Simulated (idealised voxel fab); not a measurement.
Title: Process Module voxel double patterning
The width of the displayed cross-section, cut, is 215 nm; its cells are square, with a size of 5 nm.
When this document writes out a cross-section, it uses a grid of square cells and lists it as bands, beginning at the top and moving down, with a band standing for one or more rows of cells.
It is stipulated that each band's entry specify, in nanometres, the height of the top of the band and then that of its bottom, followed by the materials of the band in left-to-right sequence, each together with its width in nanometres. A single material marked by the word "throughout" is understood to fill the band from edge to edge; the word "air" is understood to denote empty space.
Beneath 0, the wafer as received is one material, and that level is where height counting begins. The lowest band goes on downward without a bottom; it is written like "0 nm and below".
Graded width ("30 to 40"): value in top row of band = first number; value in bottom row = second number; row-to-row change constant.
"no modification" -> step changed no cross-section cell.
"Enclosed internal cavities" specifies each empty space that is not open to the top and that occupies no fewer than 8 cells, using the form width x height at distance, the distance measured from the left edge and all three quantities in nm.
Formally, on a step line, whatever follows the settings is a remark that the simulator itself makes on the step.
A step's line can hold "overlay nm"; with a mask on that step, the setting says how far right of the planned place the mask lay, while a negative setting says it lay to the left.

Planned step list for the process:
step 1: RECEIVE, material Si
step 2: CONFORMAL_DEP, material SiO2, thk nm 10
step 3: DIRECTIONAL_DEP, material polySi, thk nm 10
step 4: DIRECTIONAL_DEP, material SiCN, thk nm 5
step 5: PATTERN, tone open, mask id FIRST, material resist, width nm 15, pitch nm 50, thk nm 15, overlay nm 0
step 6: DIRECTIONAL_ETCH, etch materials SiCN, depth nm 5
step 7: STRIP, etch materials resist
step 8: PATTERN, tone open, mask id SECOND, material resist, width nm 15, thk nm 20, overlay nm 0
step 9: DIRECTIONAL_ETCH, etch materials SiCN, depth nm 5
step 10: STRIP, etch materials resist
step 11: DIRECTIONAL_ETCH, etch materials polySi, depth nm 10
step 12: STRIP, etch materials SiCN

Wafer at receipt (post step 1), cross-section:
* 0 nm and below  Si throughout
* Enclosed internal cavities: none

Post-module cross-section: identical start and plan to those above, one misstep in execution:
* 20 nm to 10 nm  polySi=70, air=25, polySi=5, air=15, polySi=5, air=25, polySi=70
* 10 nm to 0 nm  SiO2 throughout
* 0 nm and below  Si throughout
* Enclosed internal cavities: none
Deviation noted in wafer processing: step 5, actual vs plan mismatch, actual run PATTERN, tone open, mask id FIRST, material resist, width nm 25, pitch nm 50, thk nm 15, overlay nm 0
